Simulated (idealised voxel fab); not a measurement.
process module | voxel gate over fins
cross-section cut | 205 nm wide | cells 5 nm
A cross-section is a grid of square cells, given in bands from the top down. A band is one or more rows of cells.
Each band's line starts with the height of the band's top and of its bottom, in nm. Then come its materials from left to right, each with its width in nm. One material with "throughout" fills the band from edge to edge. "air" is empty space.
Height 0 is the level under which the wafer as received is all one material. The lowest band goes on downwards, as in "0 down".
A width such as "30 to 40" changes by the same amount from each row of cells to the next, from the band's top row to its bottom row.
"no change" after a step means that no cell of the cross-section changed.
closed voids: empty space of 8 cells or more with no open way to the top, each as width x height at its distance from the left edge, in nm
after a step's settings: what the simulator itself notes on the step
overlay nm, on a step with a mask: how far to the right of its planned place the mask lay; to the left if negative
plan
1 op RECEIVE | material Si
2 op CONFORMAL_DEP | material SiN | thk nm 10
3 op PATTERN | tone cover | mask id FINS | material resist | width nm 15 | pitch nm 45 | thk nm 20 | overlay nm 0
4 op DIRECTIONAL_ETCH | etch materials SiN | depth nm 10
5 op DIRECTIONAL_ETCH | etch materials Si | depth nm 35
6 op STRIP | etch materials resist
7 op FILL_DEP | material SiO2 | thk nm 10
8 op CMP | height nm 10
9 op SELECTIVE_ETCH | etch materials SiO2 | depth nm 20
10 op STRIP | etch materials SiN
11 op CONFORMAL_DEP | material HfO2 | thk nm 5
12 op CONFORMAL_DEP | material TiN | thk nm 5
13 op FILL_DEP | material W | thk nm 15
14 op CMP | height nm 20
15 op CONFORMAL_DEP | material SiCN | thk nm 10
as received, after step 1
  0 down: Si throughout
  closed voids: none
first wafer at the end, as planned
  30 to 20: SiCN throughout
  20 to 10: W throughout
  10 to 5: W 15 | TiN 35 | W 10 | TiN 35 | W 10 | TiN 35 | W 10 | TiN 35 | W 20
  5 to 0: W 15 | TiN 5 | HfO2 25 | TiN 5 | W 10 | TiN 5 | HfO2 25 | TiN 5 | W 10 | TiN 5 | HfO2 25 | TiN 5 | W 10 | TiN 5 | HfO2 25 | TiN 5 | W 20
  0 to -5: TiN 20 | HfO2 5 | Si 15 | HfO2 5 | TiN 20 | HfO2 5 | Si 15 | HfO2 5 | TiN 20 | HfO2 5 | Si 15 | HfO2 5 | TiN 20 | HfO2 5 | Si 15 | HfO2 5 | TiN 25
  -5 to -10: HfO2 25 | Si 15 | HfO2 30 | Si 15 | HfO2 30 | Si 15 | HfO2 30 | Si 15 | HfO2 30
  -10 to -35: SiO2 25 | Si 15 | SiO2 30 | Si 15 | SiO2 30 | Si 15 | SiO2 30 | Si 15 | SiO2 30
  -35 down: Si throughout
  closed voids: none
second wafer at the end: like start, like plan, one mistake
  30 to 20: SiCN throughout
  20 to 10: W throughout
  10 to 5: W 10 | TiN 180 | W 15
  5 to 0: W 10 | TiN 5 | HfO2 35 | TiN 10 | HfO2 35 | TiN 10 | HfO2 35 | TiN 10 | HfO2 35 | TiN 5 | W 15
  0 to -5: TiN 15 | HfO2 5 | Si 25 | HfO2 5 | TiN 10 | HfO2 5 | Si 25 | HfO2 5 | TiN 10 | HfO2 5 | Si 25 | HfO2 5 | TiN 10 | HfO2 5 | Si 25 | HfO2 5 | TiN 20
  -5 to -10: HfO2 20 | Si 25 | HfO2 20 | Si 25 | HfO2 20 | Si 25 | HfO2 20 | Si 25 | HfO2 25
  -10 to -35: SiO2 20 | Si 25 | SiO2 20 | Si 25 | SiO2 20 | Si 25 | SiO2 20 | Si 25 | SiO2 25
  -35 down: Si throughout
  closed voids: none
what went wrong: step 3 ran as: op PATTERN | tone cover | mask id FINS | material resist | width nm 25 | pitch nm 45 | thk nm 20 | overlay nm 0
at the end the second wafer has, in cells: 56 more of Si | 40 fewer of SiO2 | 16 fewer of W
